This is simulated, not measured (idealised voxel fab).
The process module that follows is named voxel quadruple lines.
cross-section cut | 230 nm wide | cells 5 nm
A cross-section is a grid of square cells, given in bands from the top down. A band is one or more rows of cells.
For a band, the entry starts with two heights in nm, that of the top and then that of the bottom, and carries on with the band's materials in order from left to right, each alongside its width in nm; the word "full width" beside a single material means it fills the band edge to edge, and "empty" means empty space.
Height datum 0, below which the as-received substrate wafer is one material. Lowest band open at the bottom, running downward: "from 0 down".
You'd read "30->40" like this: the band's top row of cells is as wide as the first number, its bottom row is as wide as the second, and going down, every row changes width by the same amount as the row before did.
Key: "nothing got changed" - step with no changed cell in the cross-section.
The list in "Voids, fully enclosed" covers empty spaces of 8 cells or more that cannot reach the top through any open way, and it gives each as width x height at distance; the distance is from the left edge, and width, height and distance are in nm.
That trailing text on a step's line, after the settings, is the simulator's own remark on the step.
When a step includes a mask, the "overlay nm" setting on its line states how far to the right of its planned place that mask lay, and negative values state how far to the left.

The planned process steps are enumerated hereunder
1: RECEIVE | material Si
2: CONFORMAL_DEP | material Al2O3 | thk nm 5
3: DIRECTIONAL_DEP | material W | thk nm 10
4: DIRECTIONAL_DEP | material polySi | thk nm 15
5: DIRECTIONAL_DEP | material aC | thk nm 25
6: PATTERN | tone cover | mask id MANDREL | material resist | width nm 25 | pitch nm 80 | thk nm 35 | overlay nm 0
7: DIRECTIONAL_ETCH | etch materials aC | depth nm 25
8: STRIP | etch materials resist
9: CONFORMAL_DEP | material SiO2 | thk nm 15
10: DIRECTIONAL_ETCH | etch materials SiO2 | depth nm 15
11: STRIP | etch materials aC
12: DIRECTIONAL_ETCH | etch materials polySi | depth nm 15
13: STRIP | etch materials SiO2
14: CONFORMAL_DEP | material SiN | thk nm 5
15: DIRECTIONAL_ETCH | etch materials SiN | depth nm 5
16: STRIP | etch materials polySi
17: DIRECTIONAL_ETCH | etch materials W | depth nm 10
18: STRIP | etch materials SiN
19: FILL_DEP | material lowk | thk nm 5
20: CMP | height nm 15

What follows covers the first of two wafers; it ran as planned

Cross-section, incoming material, after step 1
- from 0 down = Si full width
- Voids, fully enclosed: none

After step 2: wafer cross-section
- from 5 to 0 = Al2O3 full width
- Unchanged below 0.

After step 3: wafer cross-section
- from 15 to 5 = W full width
- Unchanged below 5.

After step 4: wafer cross-section
- from 30 to 15 = polySi full width
- Unchanged below 15.

After step 5: wafer cross-section
- from 55 to 30 = aC full width
- Unchanged below 30.

After step 6: wafer cross-section
- from 90 to 55 = 60 nm empty; 25 nm resist; 55 nm empty; 25 nm resist; 65 nm empty
- Unchanged below 55.

After step 7: wafer cross-section
- from 65 to 55 = 60 nm empty; 25 nm resist; 55 nm empty; 25 nm resist; 65 nm empty
- from 55 to 30 = 60 nm empty; 25 nm aC; 55 nm empty; 25 nm aC; 65 nm empty
- Unchanged below 30.

After step 8: wafer cross-section
- from 55 to 30 = 60 nm empty; 25 nm aC; 55 nm empty; 25 nm aC; 65 nm empty
- Unchanged below 30.

After step 9: wafer cross-section
- from 70 to 55 = 45 nm empty; 55 nm SiO2; 25 nm empty; 55 nm SiO2; 50 nm empty
- from 55 to 45 = 45 nm empty; 15 nm SiO2; 25 nm aC; 15 nm SiO2; 25 nm empty; 15 nm SiO2; 25 nm aC; 15 nm SiO2; 50 nm empty
- from 45 to 30 = 60 nm SiO2; 25 nm aC; 55 nm SiO2; 25 nm aC; 65 nm SiO2
- Unchanged below 30.

After step 10: wafer cross-section
- from 55 to 30 = 45 nm empty; 15 nm SiO2; 25 nm aC; 15 nm SiO2; 25 nm empty; 15 nm SiO2; 25 nm aC; 15 nm SiO2; 50 nm empty
- Unchanged below 30.

After step 11: wafer cross-section
- from 55 to 30 = 45 nm empty; 15 nm SiO2; 25 nm empty; 15 nm SiO2; 25 nm empty; 15 nm SiO2; 25 nm empty; 15 nm SiO2; 50 nm empty
- Unchanged below 30.

After step 12: wafer cross-section
- from 55 to 30 = 45 nm empty; 15 nm SiO2; 25 nm empty; 15 nm SiO2; 25 nm empty; 15 nm SiO2; 25 nm empty; 15 nm SiO2; 50 nm empty
- from 30 to 15 = 45 nm empty; 15 nm polySi; 25 nm empty; 15 nm polySi; 25 nm empty; 15 nm polySi; 25 nm empty; 15 nm polySi; 50 nm empty
- Unchanged below 15.

After step 13: wafer cross-section
- from 30 to 15 = 45 nm empty; 15 nm polySi; 25 nm empty; 15 nm polySi; 25 nm empty; 15 nm polySi; 25 nm empty; 15 nm polySi; 50 nm empty
- Unchanged below 15.

After step 14: wafer cross-section
- from 35 to 30 = 40 nm empty; 25 nm SiN; 15 nm empty; 25 nm SiN; 15 nm empty; 25 nm SiN; 15 nm empty; 25 nm SiN; 45 nm empty
- from 30 to 20 = 40 nm empty; 5 nm SiN; 15 nm polySi; 5 nm SiN; 15 nm empty; 5 nm SiN; 15 nm polySi; 5 nm SiN; 15 nm empty; 5 nm SiN; 15 nm polySi; 5 nm SiN; 15 nm empty; 5 nm SiN; 15 nm polySi; 5 nm SiN; 45 nm empty
- from 20 to 15 = 45 nm SiN; 15 nm polySi; 25 nm SiN; 15 nm polySi; 25 nm SiN; 15 nm polySi; 25 nm SiN; 15 nm polySi; 50 nm SiN
- Unchanged below 15.

After step 15: wafer cross-section
- from 30 to 15 = 40 nm empty; 5 nm SiN; 15 nm polySi; 5 nm SiN; 15 nm empty; 5 nm SiN; 15 nm polySi; 5 nm SiN; 15 nm empty; 5 nm SiN; 15 nm polySi; 5 nm SiN; 15 nm empty; 5 nm SiN; 15 nm polySi; 5 nm SiN; 45 nm empty
- Unchanged below 15.

After step 16: wafer cross-section
- from 30 to 15 = 40 nm empty; 5 nm SiN; 15 nm empty; 5 nm SiN; 15 nm empty; 5 nm SiN; 15 nm empty; 5 nm SiN; 15 nm empty; 5 nm SiN; 15 nm empty; 5 nm SiN; 15 nm empty; 5 nm SiN; 15 nm empty; 5 nm SiN; 45 nm empty
- Unchanged below 15.

After step 17: wafer cross-section
- from 30 to 15 = 40 nm empty; 5 nm SiN; 15 nm empty; 5 nm SiN; 15 nm empty; 5 nm SiN; 15 nm empty; 5 nm SiN; 15 nm empty; 5 nm SiN; 15 nm empty; 5 nm SiN; 15 nm empty; 5 nm SiN; 15 nm empty; 5 nm SiN; 45 nm empty
- from 15 to 5 = 40 nm empty; 5 nm W; 15 nm empty; 5 nm W; 15 nm empty; 5 nm W; 15 nm empty; 5 nm W; 15 nm empty; 5 nm W; 15 nm empty; 5 nm W; 15 nm empty; 5 nm W; 15 nm empty; 5 nm W; 45 nm empty
- Unchanged below 5.

After step 18: wafer cross-section
- from 15 to 5 = 40 nm empty; 5 nm W; 15 nm empty; 5 nm W; 15 nm empty; 5 nm W; 15 nm empty; 5 nm W; 15 nm empty; 5 nm W; 15 nm empty; 5 nm W; 15 nm empty; 5 nm W; 15 nm empty; 5 nm W; 45 nm empty
- Unchanged below 5.

After step 19: wafer cross-section
- from 20 to 15 = lowk full width
- from 15 to 5 = 40 nm lowk; 5 nm W; 15 nm lowk; 5 nm W; 15 nm lowk; 5 nm W; 15 nm lowk; 5 nm W; 15 nm lowk; 5 nm W; 15 nm lowk; 5 nm W; 15 nm lowk; 5 nm W; 15 nm lowk; 5 nm W; 45 nm lowk
- Unchanged below 5.

After step 20: wafer cross-section
- from 15 to 5 = 40 nm lowk; 5 nm W; 15 nm lowk; 5 nm W; 15 nm lowk; 5 nm W; 15 nm lowk; 5 nm W; 15 nm lowk; 5 nm W; 15 nm lowk; 5 nm W; 15 nm lowk; 5 nm W; 15 nm lowk; 5 nm W; 45 nm lowk
- Unchanged below 5.

The second wafer was prepared from the same starting point and under the same plan as the first; its processing contained one mistake, and it remains indistinguishable from the first wafer up to and including step 2

When step 3 should have ended
- from 20 to 5 = polySi full width
- Unchanged below 5.

When step 4 should have ended
- from 30 to 20 = W full width
- Unchanged below 20.

When step 5 should have ended
- from 55 to 30 = aC full width
- Unchanged below 30.

When step 6 should have ended
- from 90 to 55 = 60 nm empty; 25 nm resist; 55 nm empty; 25 nm resist; 65 nm empty
- Unchanged below 55.

When step 7 should have ended
- from 65 to 55 = 60 nm empty; 25 nm resist; 55 nm empty; 25 nm resist; 65 nm empty
- from 55 to 30 = 60 nm empty; 25 nm aC; 55 nm empty; 25 nm aC; 65 nm empty
- Unchanged below 30.

When step 8 should have ended
- from 55 to 30 = 60 nm empty; 25 nm aC; 55 nm empty; 25 nm aC; 65 nm empty
- Unchanged below 30.

When step 9 should have ended
- from 70 to 55 = 45 nm empty; 55 nm SiO2; 25 nm empty; 55 nm SiO2; 50 nm empty
- from 55 to 45 = 45 nm empty; 15 nm SiO2; 25 nm aC; 15 nm SiO2; 25 nm empty; 15 nm SiO2; 25 nm aC; 15 nm SiO2; 50 nm empty
- from 45 to 30 = 60 nm SiO2; 25 nm aC; 55 nm SiO2; 25 nm aC; 65 nm SiO2
- Unchanged below 30.

When step 10 should have ended
- from 55 to 30 = 45 nm empty; 15 nm SiO2; 25 nm aC; 15 nm SiO2; 25 nm empty; 15 nm SiO2; 25 nm aC; 15 nm SiO2; 50 nm empty
- Unchanged below 30.

When step 11 should have ended
- from 55 to 30 = 45 nm empty; 15 nm SiO2; 25 nm empty; 15 nm SiO2; 25 nm empty; 15 nm SiO2; 25 nm empty; 15 nm SiO2; 50 nm empty
- Unchanged below 30.

when step 12 should have ended: nothing got changed

When step 13 should have ended
- from 30 to 20 = W full width
- Unchanged below 20.

When step 14 should have ended
- from 35 to 30 = SiN full width
- Unchanged below 30.

When step 15 should have ended
- from 30 to 20 = W full width
- Unchanged below 20.

when step 16 should have ended: nothing got changed

When step 17 should have ended
- from 20 to 5 = polySi full width
- Unchanged below 5.

when step 18 should have ended: nothing got changed

When step 19 should have ended
- from 25 to 20 = lowk full width
- Unchanged below 20.

When step 20 should have ended
- from 15 to 5 = polySi full width
- Unchanged below 5.
Short version of what went wrong: steps 3 and 4 traded places in the executed sequence
End check, counted in cells, second wafer has more or fewer of these materials than the first: 16 fewer of W, 76 fewer of lowk, 92 more of polySi
